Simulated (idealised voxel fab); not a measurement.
Process module, titled voxel transistor to metal
The cross-section on display is named cut; it measures 210 nm wide, and its cells are 5 nm squares.
Heads up, the way a cross-section reads in here is a grid of square cells, handed over as bands from the top down, with every band being one or more rows of cells. Quick guide to a band line: top height, bottom height (nm) up front; then every material left to right with its width in nm. Only one material and it's marked "everywhere"? Then it fills the band edge to edge. And "blank" just means empty space. We count height from 0. Below that, the starting wafer is all one material. The lowest band never ends at the bottom but goes on down; see "0 and below" for how that is written. So if you see something like "30..40" for the width, read it as the top row of the band sitting at the first number and the bottom row at the second, with every row in between moving by the same amount as the last. No cell of the cross-section changed in a step that is given as "nothing got changed". Under "Unvented internal voids" you'll find the enclosed gaps, the ones with no way out to the top, that are 8 cells or bigger; each reads width x height at distance, with distance counted from the left edge, everything in nm. Heads up: the bit after the settings on a step's line is the simulator's remark on that step. "overlay nm" on a masked step: distance the mask lay right of its planned place, negative for left.

-- Steps planned for the process
1,op RECEIVE | material Si
2,op CONFORMAL_DEP | material SiO2 | thk nm 5
3,op CONFORMAL_DEP | material SiN | thk nm 15
4,op DIRECTIONAL_DEP | material aC | thk nm 10
5,op PATTERN | tone cover | mask id ACTIVE | material resist | width nm 85 | thk nm 30 | overlay nm 0
6,op DIRECTIONAL_ETCH | etch materials aC | depth nm 10
7,op STRIP | etch materials resist
8,op DIRECTIONAL_ETCH | etch materials SiN | depth nm 15
9,op DIRECTIONAL_ETCH | etch materials SiO2 | depth nm 5
10,op DIRECTIONAL_ETCH | etch materials Si | depth nm 25
11,op STRIP | etch materials aC
12,op OXIDIZE | depth nm 5
13,op FILL_DEP | material SiO2 | thk nm 15
14,op CMP | height nm 20
15,op SELECTIVE_ETCH | etch materials SiO2 | depth nm 5
16,op STRIP | etch materials SiN
17,op SELECTIVE_ETCH | etch materials SiO2 | depth nm 5
18,op OXIDIZE | depth nm 5
19,op DIRECTIONAL_DEP | material polySi | thk nm 20
20,op DIRECTIONAL_DEP | material SiCN | thk nm 15
21,op MASKED_ETCH | tone cover | mask id GATE | width nm 15 | etch materials SiCN | depth nm 25 | overlay nm 0
22,op MASKED_ETCH | tone cover | mask id GATE | width nm 15 | etch materials polySi | depth nm 30 | overlay nm 0
23,op CONFORMAL_DEP | material SiO2 | thk nm 5
24,op DIRECTIONAL_ETCH | etch materials SiO2 | depth nm 5
25,op CONFORMAL_DEP | material SiN | thk nm 5
26,op DIRECTIONAL_ETCH | etch materials SiN | depth nm 5
27,op DIRECTIONAL_ETCH | etch materials SiO2 | depth nm 5
28,op DIRECTIONAL_ETCH | etch materials Si | depth nm 5
29,op EPI | material pSi | thk nm 10
30,op FILL_DEP | material SiO2 | thk nm 5
31,op CMP | height nm 35
32,op DIRECTIONAL_DEP | material SiO2 | thk nm 15
33,op PATTERN | tone open | mask id CONTACT | material resist | width nm 25 | pitch nm 50 | thk nm 15 | overlay nm 0
34,op DIRECTIONAL_ETCH | etch materials SiO2 | depth nm 50
35,op STRIP | etch materials resist
36,op CONFORMAL_DEP | material TiN | thk nm 5
37,op FILL_DEP | material Ru | thk nm 10
38,op CMP | height nm 50
39,op CONFORMAL_DEP | material SiCN | thk nm 5
40,op DIRECTIONAL_DEP | material lowk | thk nm 15
41,op DIRECTIONAL_DEP | material aC | thk nm 15
42,op PATTERN | tone open | mask id METAL_1 | material resist | width nm 15 | pitch nm 60 | thk nm 30 | overlay nm 0
43,op DIRECTIONAL_ETCH | etch materials aC | depth nm 15
44,op STRIP | etch materials resist
45,op DIRECTIONAL_ETCH | etch materials lowk | depth nm 15
46,op DIRECTIONAL_ETCH | etch materials SiCN | depth nm 5
47,op STRIP | etch materials aC
48,op CONFORMAL_DEP | material TiN | thk nm 5
49,op FILL_DEP | material Ru | thk nm 10
50,op CMP | height nm 70
51,op CONFORMAL_DEP | material SiCN | thk nm 5
52,op DIRECTIONAL_DEP | material SiO2 | thk nm 35
53,op DIRECTIONAL_DEP | material aC | thk nm 15
54,op PATTERN | tone open | mask id METAL_2 | material resist | width nm 15 | pitch nm 60 | thk nm 35 | overlay nm 0
55,op DIRECTIONAL_ETCH | etch materials aC | depth nm 15
56,op STRIP | etch materials resist
57,op DIRECTIONAL_ETCH | etch materials SiO2 | depth nm 20
58,op STRIP | etch materials aC
59,op MASKED_ETCH | tone open | mask id METAL_2_HOLES | width nm 15 | pitch nm 60 | etch materials SiO2 | depth nm 15 | overlay nm 0
60,op MASKED_ETCH | tone open | mask id METAL_2_HOLES | width nm 15 | pitch nm 60 | etch materials SiCN | depth nm 5 | overlay nm 0
61,op CONFORMAL_DEP | material TiN | thk nm 5
62,op FILL_DEP | material Cu | thk nm 5
63,op CMP | height nm 110
64,op CONFORMAL_DEP | material SiN | thk nm 5

-- First out of two wafers; run went to plan

-- Cross-section, incoming material, after step 1
	0 and below = Si everywhere
	Unvented internal voids: none

-- State of the wafer after step 2, shown in cross-section
	5 down to 0 = SiO2 everywhere
	Lower than 0, everything is as it was.

-- State of the wafer after step 3, shown in cross-section
	20 down to 5 = SiN everywhere
	Lower than 5, everything is as it was.

-- State of the wafer after step 4, shown in cross-section
	30 down to 20 = aC everywhere
	Lower than 20, everything is as it was.

-- State of the wafer after step 5, shown in cross-section
	60 down to 30 = blank (60), resist (85), blank (65)
	Lower than 30, everything is as it was.

-- State of the wafer after step 6, shown in cross-section
	50 down to 30 = blank (60), resist (85), blank (65)
	30 down to 20 = blank (60), aC (85), blank (65)
	Lower than 20, everything is as it was.

-- State of the wafer after step 7, shown in cross-section
	30 down to 20 = blank (60), aC (85), blank (65)
	Lower than 20, everything is as it was.

-- State of the wafer after step 8, shown in cross-section
	30 down to 20 = blank (60), aC (85), blank (65)
	20 down to 5 = blank (60), SiN (85), blank (65)
	Lower than 5, everything is as it was.

-- State of the wafer after step 9, shown in cross-section
	30 down to 20 = blank (60), aC (85), blank (65)
	20 down to 5 = blank (60), SiN (85), blank (65)
	5 down to 0 = blank (60), SiO2 (85), blank (65)
	Lower than 0, everything is as it was.

-- State of the wafer after step 10, shown in cross-section
	30 down to 20 = blank (60), aC (85), blank (65)
	20 down to 5 = blank (60), SiN (85), blank (65)
	5 down to 0 = blank (60), SiO2 (85), blank (65)
	0 down to -25 = blank (60), Si (85), blank (65)
	Lower than -25, everything is as it was.

-- State of the wafer after step 11, shown in cross-section
	20 down to 5 = blank (60), SiN (85), blank (65)
	Lower than 5, everything is as it was.

-- State of the wafer after step 12, shown in cross-section
	20 down to 5 = blank (60), SiN (85), blank (65)
	5 down to 0 = blank (60), SiO2 (85), blank (65)
	0 down to -25 = blank (60), SiO2 (5), Si (75), SiO2 (5), blank (65)
	-25 down to -30 = SiO2 (65), Si (75), SiO2 (70)
	Lower than -30, everything is as it was.

-- State of the wafer after step 13, shown in cross-section
	35 down to 20 = SiO2 everywhere
	20 down to 5 = SiO2 (60), SiN (85), SiO2 (65)
	5 down to 0 = SiO2 everywhere
	0 down to -30 = SiO2 (65), Si (75), SiO2 (70)
	Lower than -30, everything is as it was.

-- State of the wafer after step 14, shown in cross-section
	20 down to 5 = SiO2 (60), SiN (85), SiO2 (65)
	Lower than 5, everything is as it was.

-- State of the wafer after step 15, shown in cross-section
	20 down to 15 = blank (60), SiN (85), blank (65)
	Lower than 15, everything is as it was.

-- State of the wafer after step 16, shown in cross-section
	15 down to 5 = SiO2 (60), blank (85), SiO2 (65)
	Lower than 5, everything is as it was.

-- State of the wafer after step 17, shown in cross-section
	10 down to 0 = SiO2 (55), blank (95), SiO2 (60)
	Lower than 0, everything is as it was.

-- State of the wafer after step 18, shown in cross-section
	10 down to 0 = SiO2 (55), blank (95), SiO2 (60)
	0 down to -5 = SiO2 everywhere
	Lower than -5, everything is as it was.

-- State of the wafer after step 19, shown in cross-section
	30 down to 20 = polySi (55), blank (95), polySi (60)
	20 down to 10 = polySi everywhere
	10 down to 0 = SiO2 (55), polySi (95), SiO2 (60)
	Lower than 0, everything is as it was.

-- State of the wafer after step 20, shown in cross-section
	45 down to 35 = SiCN (55), blank (95), SiCN (60)
	35 down to 30 = SiCN everywhere
	30 down to 20 = polySi (55), SiCN (95), polySi (60)
	Lower than 20, everything is as it was.

-- State of the wafer after step 21, shown in cross-section
	35 down to 30 = blank (95), SiCN (15), blank (100)
	30 down to 20 = polySi (55), blank (40), SiCN (15), blank (40), polySi (60)
	Lower than 20, everything is as it was.

-- State of the wafer after step 22, shown in cross-section
	35 down to 20 = blank (95), SiCN (15), blank (100)
	20 down to 10 = blank (95), polySi (15), blank (100)
	10 down to 0 = SiO2 (55), blank (40), polySi (15), blank (40), SiO2 (60)
	Lower than 0, everything is as it was.

-- State of the wafer after step 23, shown in cross-section
	40 down to 35 = blank (90), SiO2 (25), blank (95)
	35 down to 20 = blank (90), SiO2 (5), SiCN (15), SiO2 (5), blank (95)
	20 down to 15 = blank (90), SiO2 (5), polySi (15), SiO2 (5), blank (95)
	15 down to 5 = SiO2 (60), blank (30), SiO2 (5), polySi (15), SiO2 (5), blank (30), SiO2 (65)
	5 down to 0 = SiO2 (95), polySi (15), SiO2 (100)
	Lower than 0, everything is as it was.

-- State of the wafer after step 24, shown in cross-section
	35 down to 20 = blank (90), SiO2 (5), SiCN (15), SiO2 (5), blank (95)
	20 down to 10 = blank (90), SiO2 (5), polySi (15), SiO2 (5), blank (95)
	10 down to 0 = SiO2 (60), blank (30), SiO2 (5), polySi (15), SiO2 (5), blank (30), SiO2 (65)
	Lower than 0, everything is as it was.

-- State of the wafer after step 25, shown in cross-section
	40 down to 35 = blank (85), SiN (35), blank (90)
	35 down to 20 = blank (85), SiN (5), SiO2 (5), SiCN (15), SiO2 (5), SiN (5), blank (90)
	20 down to 15 = blank (85), SiN (5), SiO2 (5), polySi (15), SiO2 (5), SiN (5), blank (90)
	15 down to 10 = SiN (65), blank (20), SiN (5), SiO2 (5), polySi (15), SiO2 (5), SiN (5), blank (20), SiN (70)
	10 down to 5 = SiO2 (60), SiN (5), blank (20), SiN (5), SiO2 (5), polySi (15), SiO2 (5), SiN (5), blank (20), SiN (5), SiO2 (65)
	5 down to 0 = SiO2 (60), SiN (30), SiO2 (5), polySi (15), SiO2 (5), SiN (30), SiO2 (65)
	Lower than 0, everything is as it was.

-- State of the wafer after step 26, shown in cross-section
	35 down to 20 = blank (85), SiN (5), SiO2 (5), SiCN (15), SiO2 (5), SiN (5), blank (90)
	20 down to 10 = blank (85), SiN (5), SiO2 (5), polySi (15), SiO2 (5), SiN (5), blank (90)
	10 down to 0 = SiO2 (60), SiN (5), blank (20), SiN (5), SiO2 (5), polySi (15), SiO2 (5), SiN (5), blank (20), SiN (5), SiO2 (65)
	Lower than 0, everything is as it was.

-- State of the wafer after step 27, shown in cross-section
	35 down to 30 = blank (85), SiN (5), blank (5), SiCN (15), blank (5), SiN (5), blank (90)
	30 down to 20 = blank (85), SiN (5), SiO2 (5), SiCN (15), SiO2 (5), SiN (5), blank (90)
	20 down to 10 = blank (85), SiN (5), SiO2 (5), polySi (15), SiO2 (5), SiN (5), blank (90)
	10 down to 5 = blank (60), SiN (5), blank (20), SiN (5), SiO2 (5), polySi (15), SiO2 (5), SiN (5), blank (20), SiN (5), blank (65)
	5 down to 0 = SiO2 (60), SiN (5), blank (20), SiN (5), SiO2 (5), polySi (15), SiO2 (5), SiN (5), blank (20), SiN (5), SiO2 (65)
	0 down to -5 = SiO2 (65), blank (20), SiO2 (35), blank (20), SiO2 (70)
	Lower than -5, everything is as it was.

-- State of the wafer after step 28, shown in cross-section
	35 down to 30 = blank (85), SiN (5), blank (5), SiCN (15), blank (5), SiN (5), blank (90)
	30 down to 20 = blank (85), SiN (5), SiO2 (5), SiCN (15), SiO2 (5), SiN (5), blank (90)
	20 down to 10 = blank (85), SiN (5), SiO2 (5), polySi (15), SiO2 (5), SiN (5), blank (90)
	10 down to 5 = blank (60), SiN (5), blank (20), SiN (5), SiO2 (5), polySi (15), SiO2 (5), SiN (5), blank (20), SiN (5), blank (65)
	5 down to 0 = SiO2 (60), SiN (5), blank (20), SiN (5), SiO2 (5), polySi (15), SiO2 (5), SiN (5), blank (20), SiN (5), SiO2 (65)
	0 down to -5 = SiO2 (65), blank (20), SiO2 (35), blank (20), SiO2 (70)
	-5 down to -10 = SiO2 (65), blank (20), Si (35), blank (20), SiO2 (70)
	Lower than -10, everything is as it was.

-- State of the wafer after step 29, shown in cross-section
	35 down to 30 = blank (85), SiN (5), blank (5), SiCN (15), blank (5), SiN (5), blank (90)
	30 down to 20 = blank (85), SiN (5), SiO2 (5), SiCN (15), SiO2 (5), SiN (5), blank (90)
	20 down to 10 = blank (85), SiN (5), SiO2 (5), polySi (15), SiO2 (5), SiN (5), blank (90)
	10 down to 5 = blank (60), SiN (5), blank (20), SiN (5), SiO2 (5), polySi (15), SiO2 (5), SiN (5), blank (20), SiN (5), blank (65)
	5 down to 0 = SiO2 (60), SiN (5), blank (10), pSi (10), SiN (5), SiO2 (5), polySi (15), SiO2 (5), SiN (5), pSi (10), blank (10), SiN (5), SiO2 (65)
	0 down to -5 = SiO2 (65), pSi (20), SiO2 (35), pSi (20), SiO2 (70)
	-5 down to -10 = SiO2 (65), pSi (20), Si (35), pSi (20), SiO2 (70)
	Lower than -10, everything is as it was.

-- State of the wafer after step 30, shown in cross-section
	40 down to 35 = SiO2 everywhere
	35 down to 20 = SiO2 (85), SiN (5), SiO2 (5), SiCN (15), SiO2 (5), SiN (5), SiO2 (90)
	20 down to 10 = SiO2 (85), SiN (5), SiO2 (5), polySi (15), SiO2 (5), SiN (5), SiO2 (90)
	10 down to 5 = SiO2 (60), SiN (5), SiO2 (20), SiN (5), SiO2 (5), polySi (15), SiO2 (5), SiN (5), SiO2 (20), SiN (5), SiO2 (65)
	5 down to 0 = SiO2 (60), SiN (5), SiO2 (10), pSi (10), SiN (5), SiO2 (5), polySi (15), SiO2 (5), SiN (5), pSi (10), SiO2 (10), SiN (5), SiO2 (65)
	Lower than 0, everything is as it was.

-- State of the wafer after step 31, shown in cross-section
	35 down to 20 = SiO2 (85), SiN (5), SiO2 (5), SiCN (15), SiO2 (5), SiN (5), SiO2 (90)
	Lower than 20, everything is as it was.

-- State of the wafer after step 32, shown in cross-section
	50 down to 35 = SiO2 everywhere
	Lower than 35, everything is as it was.

-- State of the wafer after step 33, shown in cross-section
	65 down to 50 = resist (65), blank (25), resist (25), blank (25), resist (70)
	Lower than 50, everything is as it was.

-- State of the wafer after step 34, shown in cross-section
	65 down to 50 = resist (65), blank (25), resist (25), blank (25), resist (70)
	50 down to 35 = SiO2 (65), blank (25), SiO2 (25), blank (25), SiO2 (70)
	35 down to 20 = SiO2 (65), blank (20), SiN (5), SiO2 (5), SiCN (15), SiO2 (5), SiN (5), blank (20), SiO2 (70)
	20 down to 10 = SiO2 (65), blank (20), SiN (5), SiO2 (5), polySi (15), SiO2 (5), SiN (5), blank (20), SiO2 (70)
	10 down to 5 = SiO2 (60), SiN (5), blank (20), SiN (5), SiO2 (5), polySi (15), SiO2 (5), SiN (5), blank (20), SiN (5), SiO2 (65)
	5 down to 0 = SiO2 (60), SiN (5), blank (10), pSi (10), SiN (5), SiO2 (5), polySi (15), SiO2 (5), SiN (5), pSi (10), blank (10), SiN (5), SiO2 (65)
	Lower than 0, everything is as it was.

-- State of the wafer after step 35, shown in cross-section
	50 down to 35 = SiO2 (65), blank (25), SiO2 (25), blank (25), SiO2 (70)
	Lower than 35, everything is as it was.

-- State of the wafer after step 36, shown in cross-section
	55 down to 50 = TiN (70), blank (15), TiN (35), blank (15), TiN (75)
	50 down to 40 = SiO2 (65), TiN (5), blank (15), TiN (5), SiO2 (25), TiN (5), blank (15), TiN (5), SiO2 (70)
	40 down to 35 = SiO2 (65), TiN (5), blank (10), TiN (10), SiO2 (25), TiN (10), blank (10), TiN (5), SiO2 (70)
	35 down to 20 = SiO2 (65), TiN (5), blank (10), TiN (5), SiN (5), SiO2 (5), SiCN (15), SiO2 (5), SiN (5), TiN (5), blank (10), TiN (5), SiO2 (70)
	20 down to 10 = SiO2 (65), TiN (5), blank (10), TiN (5), SiN (5), SiO2 (5), polySi (15), SiO2 (5), SiN (5), TiN (5), blank (10), TiN (5), SiO2 (70)
	10 down to 5 = SiO2 (60), SiN (5), TiN (20), SiN (5), SiO2 (5), polySi (15), SiO2 (5), SiN (5), TiN (20), SiN (5), SiO2 (65)
	5 down to 0 = SiO2 (60), SiN (5), TiN (10), pSi (10), SiN (5), SiO2 (5), polySi (15), SiO2 (5), SiN (5), pSi (10), TiN (10), SiN (5), SiO2 (65)
	Lower than 0, everything is as it was.

-- State of the wafer after step 37, shown in cross-section
	65 down to 55 = Ru everywhere
	55 down to 50 = TiN (70), Ru (15), TiN (35), Ru (15), TiN (75)
	50 down to 40 = SiO2 (65), TiN (5), Ru (15), TiN (5), SiO2 (25), TiN (5), Ru (15), TiN (5), SiO2 (70)
	40 down to 35 = SiO2 (65), TiN (5), Ru (10), TiN (10), SiO2 (25), TiN (10), Ru (10), TiN (5), SiO2 (70)
	35 down to 20 = SiO2 (65), TiN (5), Ru (10), TiN (5), SiN (5), SiO2 (5), SiCN (15), SiO2 (5), SiN (5), TiN (5), Ru (10), TiN (5), SiO2 (70)
	20 down to 10 = SiO2 (65), TiN (5), Ru (10), TiN (5), SiN (5), SiO2 (5), polySi (15), SiO2 (5), SiN (5), TiN (5), Ru (10), TiN (5), SiO2 (70)
	Lower than 10, everything is as it was.

-- State of the wafer after step 38, shown in cross-section
	50 down to 40 = SiO2 (65), TiN (5), Ru (15), TiN (5), SiO2 (25), TiN (5), Ru (15), TiN (5), SiO2 (70)
	Lower than 40, everything is as it was.

-- State of the wafer after step 39, shown in cross-section
	55 down to 50 = SiCN everywhere
	Lower than 50, everything is as it was.

-- State of the wafer after step 40, shown in cross-section
	70 down to 55 = lowk everywhere
	Lower than 55, everything is as it was.

-- State of the wafer after step 41, shown in cross-section
	85 down to 70 = aC everywhere
	Lower than 70, everything is as it was.

-- State of the wafer after step 42, shown in cross-section
	115 down to 85 = resist (65), blank (15), resist (45), blank (15), resist (70)
	Lower than 85, everything is as it was.

-- State of the wafer after step 43, shown in cross-section
	100 down to 85 = resist (65), blank (15), resist (45), blank (15), resist (70)
	85 down to 70 = aC (65), blank (15), aC (45), blank (15), aC (70)
	Lower than 70, everything is as it was.

-- State of the wafer after step 44, shown in cross-section
	85 down to 70 = aC (65), blank (15), aC (45), blank (15), aC (70)
	Lower than 70, everything is as it was.

-- State of the wafer after step 45, shown in cross-section
	85 down to 70 = aC (65), blank (15), aC (45), blank (15), aC (70)
	70 down to 55 = lowk (65), blank (15), lowk (45), blank (15), lowk (70)
	Lower than 55, everything is as it was.

-- State of the wafer after step 46, shown in cross-section
	85 down to 70 = aC (65), blank (15), aC (45), blank (15), aC (70)
	70 down to 55 = lowk (65), blank (15), lowk (45), blank (15), lowk (70)
	55 down to 50 = SiCN (65), blank (15), SiCN (45), blank (15), SiCN (70)
	Lower than 50, everything is as it was.

-- State of the wafer after step 47, shown in cross-section
	70 down to 55 = lowk (65), blank (15), lowk (45), blank (15), lowk (70)
	Lower than 55, everything is as it was.

-- State of the wafer after step 48, shown in cross-section
	75 down to 70 = TiN (70), blank (5), TiN (55), blank (5), TiN (75)
	70 down to 55 = lowk (65), TiN (5), blank (5), TiN (5), lowk (45), TiN (5), blank (5), TiN (5), lowk (70)
	55 down to 50 = SiCN (65), TiN (15), SiCN (45), TiN (15), SiCN (70)
	Lower than 50, everything is as it was.

-- State of the wafer after step 49, shown in cross-section
	85 down to 75 = Ru everywhere
	75 down to 70 = TiN (70), Ru (5), TiN (55), Ru (5), TiN (75)
	70 down to 55 = lowk (65), TiN (5), Ru (5), TiN (5), lowk (45), TiN (5), Ru (5), TiN (5), lowk (70)
	Lower than 55, everything is as it was.

-- State of the wafer after step 50, shown in cross-section
	70 down to 55 = lowk (65), TiN (5), Ru (5), TiN (5), lowk (45), TiN (5), Ru (5), TiN (5), lowk (70)
	Lower than 55, everything is as it was.

-- State of the wafer after step 51, shown in cross-section
	75 down to 70 = SiCN everywhere
	Lower than 70, everything is as it was.

-- State of the wafer after step 52, shown in cross-section
	110 down to 75 = SiO2 everywhere
	Lower than 75, everything is as it was.

-- State of the wafer after step 53, shown in cross-section
	125 down to 110 = aC everywhere
	Lower than 110, everything is as it was.

-- State of the wafer after step 54, shown in cross-section
	160 down to 125 = resist (65), blank (15), resist (45), blank (15), resist (70)
	Lower than 125, everything is as it was.

-- State of the wafer after step 55, shown in cross-section
	145 down to 125 = resist (65), blank (15), resist (45), blank (15), resist (70)
	125 down to 110 = aC (65), blank (15), aC (45), blank (15), aC (70)
	Lower than 110, everything is as it was.

-- State of the wafer after step 56, shown in cross-section
	125 down to 110 = aC (65), blank (15), aC (45), blank (15), aC (70)
	Lower than 110, everything is as it was.

-- State of the wafer after step 57, shown in cross-section
	125 down to 110 = aC (65), blank (15), aC (45), blank (15), aC (70)
	110 down to 90 = SiO2 (65), blank (15), SiO2 (45), blank (15), SiO2 (70)
	Lower than 90, everything is as it was.

-- State of the wafer after step 58, shown in cross-section
	110 down to 90 = SiO2 (65), blank (15), SiO2 (45), blank (15), SiO2 (70)
	Lower than 90, everything is as it was.

-- State of the wafer after step 59, shown in cross-section
	110 down to 75 = SiO2 (65), blank (15), SiO2 (45), blank (15), SiO2 (70)
	Lower than 75, everything is as it was.

-- State of the wafer after step 60, shown in cross-section
	110 down to 75 = SiO2 (65), blank (15), SiO2 (45), blank (15), SiO2 (70)
	75 down to 70 = SiCN (65), blank (15), SiCN (45), blank (15), SiCN (70)
	Lower than 70, everything is as it was.

-- State of the wafer after step 61, shown in cross-section
	115 down to 110 = TiN (70), blank (5), TiN (55), blank (5), TiN (75)
	110 down to 75 = SiO2 (65), TiN (5), blank (5), TiN (5), SiO2 (45), TiN (5), blank (5), TiN (5), SiO2 (70)
	75 down to 70 = SiCN (65), TiN (15), SiCN (45), TiN (15), SiCN (70)
	Lower than 70, everything is as it was.

-- State of the wafer after step 62, shown in cross-section
	120 down to 115 = Cu everywhere
	115 down to 110 = TiN (70), Cu (5), TiN (55), Cu (5), TiN (75)
	110 down to 75 = SiO2 (65), TiN (5), Cu (5), TiN (5), SiO2 (45), TiN (5), Cu (5), TiN (5), SiO2 (70)
	Lower than 75, everything is as it was.

-- State of the wafer after step 63, shown in cross-section
	110 down to 75 = SiO2 (65), TiN (5), Cu (5), TiN (5), SiO2 (45), TiN (5), Cu (5), TiN (5), SiO2 (70)
	Lower than 75, everything is as it was.

-- State of the wafer after step 64, shown in cross-section
	115 down to 110 = SiN everywhere
	Lower than 110, everything is as it was.

-- What follows concerns the second wafer, which started out like the first and was meant to follow the very same plan; one mistake crept in when it was run, but everything up to and including step 53 is the same as for the first wafer

-- Second wafer, cross-section, planned end of step 54
	160 down to 125 = resist (70), blank (15), resist (45), blank (15), resist (65)
	Lower than 125, everything is as it was.

-- Second wafer, cross-section, planned end of step 55
	145 down to 125 = resist (70), blank (15), resist (45), blank (15), resist (65)
	125 down to 110 = aC (70), blank (15), aC (45), blank (15), aC (65)
	Lower than 110, everything is as it was.

-- Second wafer, cross-section, planned end of step 56
	125 down to 110 = aC (70), blank (15), aC (45), blank (15), aC (65)
	Lower than 110, everything is as it was.

-- Second wafer, cross-section, planned end of step 57
	125 down to 110 = aC (70), blank (15), aC (45), blank (15), aC (65)
	110 down to 90 = SiO2 (70), blank (15), SiO2 (45), blank (15), SiO2 (65)
	Lower than 90, everything is as it was.

-- Second wafer, cross-section, planned end of step 58
	110 down to 90 = SiO2 (70), blank (15), SiO2 (45), blank (15), SiO2 (65)
	Lower than 90, everything is as it was.

-- Second wafer, cross-section, planned end of step 59
	110 down to 95 = SiO2 (65), blank (20), SiO2 (40), blank (20), SiO2 (65)
	95 down to 90 = SiO2 (70), blank (15), SiO2 (45), blank (15), SiO2 (65)
	90 down to 75 = SiO2 (70), blank (10), SiO2 (50), blank (10), SiO2 (70)
	Lower than 75, everything is as it was.

-- Second wafer, cross-section, planned end of step 60
	110 down to 95 = SiO2 (65), blank (20), SiO2 (40), blank (20), SiO2 (65)
	95 down to 90 = SiO2 (70), blank (15), SiO2 (45), blank (15), SiO2 (65)
	90 down to 75 = SiO2 (70), blank (10), SiO2 (50), blank (10), SiO2 (70)
	75 down to 70 = SiCN (70), blank (10), SiCN (50), blank (10), SiCN (70)
	Lower than 70, everything is as it was.

-- Second wafer, cross-section, planned end of step 61
	115 down to 110 = TiN (70), blank (10), TiN (50), blank (10), TiN (70)
	110 down to 100 = SiO2 (65), TiN (5), blank (10), TiN (5), SiO2 (40), TiN (5), blank (10), TiN (5), SiO2 (65)
	100 down to 95 = SiO2 (65), TiN (10), blank (5), TiN (5), SiO2 (40), TiN (10), blank (5), TiN (5), SiO2 (65)
	95 down to 90 = SiO2 (70), TiN (15), SiO2 (45), TiN (15), SiO2 (65)
	90 down to 75 = SiO2 (70), TiN (10), SiO2 (50), TiN (10), SiO2 (70)
	75 down to 70 = SiCN (70), TiN (10), SiCN (50), TiN (10), SiCN (70)
	Lower than 70, everything is as it was.

-- Second wafer, cross-section, planned end of step 62
	120 down to 115 = Cu everywhere
	115 down to 110 = TiN (70), Cu (10), TiN (50), Cu (10), TiN (70)
	110 down to 100 = SiO2 (65), TiN (5), Cu (10), TiN (5), SiO2 (40), TiN (5), Cu (10), TiN (5), SiO2 (65)
	100 down to 95 = SiO2 (65), TiN (10), Cu (5), TiN (5), SiO2 (40), TiN (10), Cu (5), TiN (5), SiO2 (65)
	Lower than 95, everything is as it was.

-- Second wafer, cross-section, planned end of step 63
	110 down to 100 = SiO2 (65), TiN (5), Cu (10), TiN (5), SiO2 (40), TiN (5), Cu (10), TiN (5), SiO2 (65)
	Lower than 100, everything is as it was.

-- Second wafer, cross-section, planned end of step 64
	115 down to 110 = SiN everywhere
	Lower than 110, everything is as it was.
Deviation noted in wafer processing: step 54 went in with a setting other than planned; the actual run was op PATTERN | tone open | mask id METAL_2 | material resist | width nm 15 | pitch nm 60 | thk nm 35 | overlay nm 5
FYI, end of process, the second wafer has more or fewer cells of some materials than the first: 4 fewer of Cu; 2 more of SiCN; 2 more of TiN
